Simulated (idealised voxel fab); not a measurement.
Title: Process Module voxel spacer lines
Section cut is 260 nm wide and gridded with 5 nm square cells.
Heads up, the way a cross-section reads in here is a grid of square cells, handed over as bands from the top down, with every band being one or more rows of cells.
What a band's entry tells you: where the top is and where the bottom is, as heights in nm, and after that what lies inside, material by material from left to right, each with its width in nm. Empty space is written as the word "blank", and a single material marked with the word "full width" occupies the band from edge to edge.
Beneath 0, the wafer as received is one material, and that level is where height counting begins. The lowest band goes on downward without a bottom; it is written like "top 0, no bottom".
Read "30..40" as a graded width: first number on top, second number at the bottom, same change between each pair of neighbouring rows.
"no modification" means the step left every cell of the cross-section as it was.
In the "Voids, sealed" entry, you get each enclosed empty space of 8 cells or more, one with no open way to the top, written width x height at distance, distance from the left edge, in nm.
That trailing text on a step's line, after the settings, is the simulator's own remark on the step.
"overlay nm" on a masked step: distance the mask lay right of its planned place, negative for left.
Process steps - plan:
| 1 | RECEIVE | material Si |
| 2 | CONFORMAL_DEP | material SiO2 | thk nm 5 |
| 3 | DIRECTIONAL_DEP | material TiN | thk nm 15 |
| 4 | DIRECTIONAL_DEP | material aC | thk nm 25 |
| 5 | PATTERN | tone cover | mask id MANDREL | material resist | width nm 25 | pitch nm 80 | thk nm 35 | overlay nm 0 |
| 6 | DIRECTIONAL_ETCH | etch materials aC | depth nm 25 |
| 7 | STRIP | etch materials resist |
| 8 | CONFORMAL_DEP | material SiN | thk nm 15 |
| 9 | DIRECTIONAL_ETCH | etch materials SiN | depth nm 5 |
| 10 | STRIP | etch materials aC |
| 11 | DIRECTIONAL_ETCH | etch materials TiN | depth nm 15 |
| 12 | STRIP | etch materials SiN |
Wafers differ in depth nm at step 9; plan lists the first wafer's value; identical starting state.
First of several wafers, received after step 1, in cross-section:
	top 0, no bottom: Si full width
	Voids, sealed: none
Gained (+) or lost (-) cells of each material since receipt, then closed voids: one row per wafer, at the end of the module:
depth nm 5 | +52 SiO2 | +156 TiN | +75 aC | Voids, sealed: none
depth nm 10 | +52 SiO2 | +156 TiN | +75 aC | Voids, sealed: none
depth nm 15 | +52 SiO2 | +54 TiN | Voids, sealed: none
depth nm 20 | +52 SiO2 | +54 TiN | Voids, sealed: none
depth nm 25 | +52 SiO2 | +54 TiN | Voids, sealed: none
depth nm 30 | +52 SiO2 | +54 TiN | Voids, sealed: none
